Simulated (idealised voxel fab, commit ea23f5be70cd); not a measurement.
The process module that follows is named voxel ribs on slabs.
We display cut, a cross-section 260 nm in width whose square cells are each 5 nm.
We lay out every cross-section as a grid of square cells and spell it out in bands from the top down, where one band means one or more rows of cells. The entry gives the band's vertical extent as a top height and a bottom height in nm, then its horizontal make-up as materials from left to right, each with a width in nm. "empty" stands for empty space; a single material marked "all across" fills the band edge to edge. The level at which height equals 0 is the one under which the wafer, as it arrives, is entirely one material. No lower edge exists for the bottom band, which continues downward and is notated as in "from 0 down". Quick explanation for "30 to 40": the width changes in equal steps down the rows of cells, from the first number in the band's top row to the second number in its bottom row. Take "no alterations made" at face value: in the step it is given for, the cross-section changed in none of its cells. The entry "Cavities, sealed" lists the empty spaces that cover at least 8 cells and have no open path to the top. Each is written as width x height at distance, where the distance is measured from the left edge and all three values are in nm. Step line, after settings: the simulator's comment on this step. A step's line can hold "overlay nm"; with a mask on that step, the setting says how far right of the planned place the mask lay, while a negative setting says it lay to the left.
Process steps - plan:
1 RECEIVE [material Si]
2 DIRECTIONAL_DEP [material SiO2] [thk nm 20]
3 DIRECTIONAL_DEP [material polySi] [thk nm 25]
4 MASKED_ETCH [tone cover] [mask id RIB] [width nm 15] [etch materials polySi] [depth nm 20] [overlay nm 0]
5 PATTERN [tone cover] [mask id SLAB] [material resist] [width nm 75] [thk nm 20] [overlay nm 0]
6 DIRECTIONAL_ETCH [etch materials polySi] [depth nm 5]
7 STRIP [etch materials resist]
8 FILL_DEP [material SiO2] [thk nm 25]
9 CMP [height nm 65]
10 DIRECTIONAL_DEP [material W] [thk nm 5]
11 MASKED_ETCH [tone cover] [mask id HEATER] [width nm 25] [etch materials W] [depth nm 5] [overlay nm 0]
12 CONFORMAL_DEP [material SiN] [thk nm 5]
As received, after step 1:
> from 0 down: Si all across
> Cavities, sealed: none
Cross-sectional image of the first of two wafers at the end of the module, the run having proceeded as planned:
> from 75 to 70: empty (110); SiN (35); empty (115)
> from 70 to 65: SiN (115); W (25); SiN (120)
> from 65 to 45: SiO2 all across
> from 45 to 25: SiO2 (120); polySi (15); SiO2 (125)
> from 25 to 20: SiO2 (90); polySi (75); SiO2 (95)
> from 20 to 0: SiO2 all across
> from 0 down: Si all across
> Cavities, sealed: none
Now the second wafer, cross-sectioned at the end of the module. Nothing different at the start, nothing different in the plan compared with the first, just one mistake when it was actually run:
> from 70 to 65: empty (115); W (25); empty (120)
> from 65 to 45: SiO2 all across
> from 45 to 25: SiO2 (120); polySi (15); SiO2 (125)
> from 25 to 20: SiO2 (90); polySi (75); SiO2 (95)
> from 20 to 0: SiO2 all across
> from 0 down: Si all across
> Cavities, sealed: none
What went wrong in running the wafer? the plan's step 12 was left out and never carried out
Materials where the second wafer ends with more or fewer cells than the first: 54 fewer of SiN
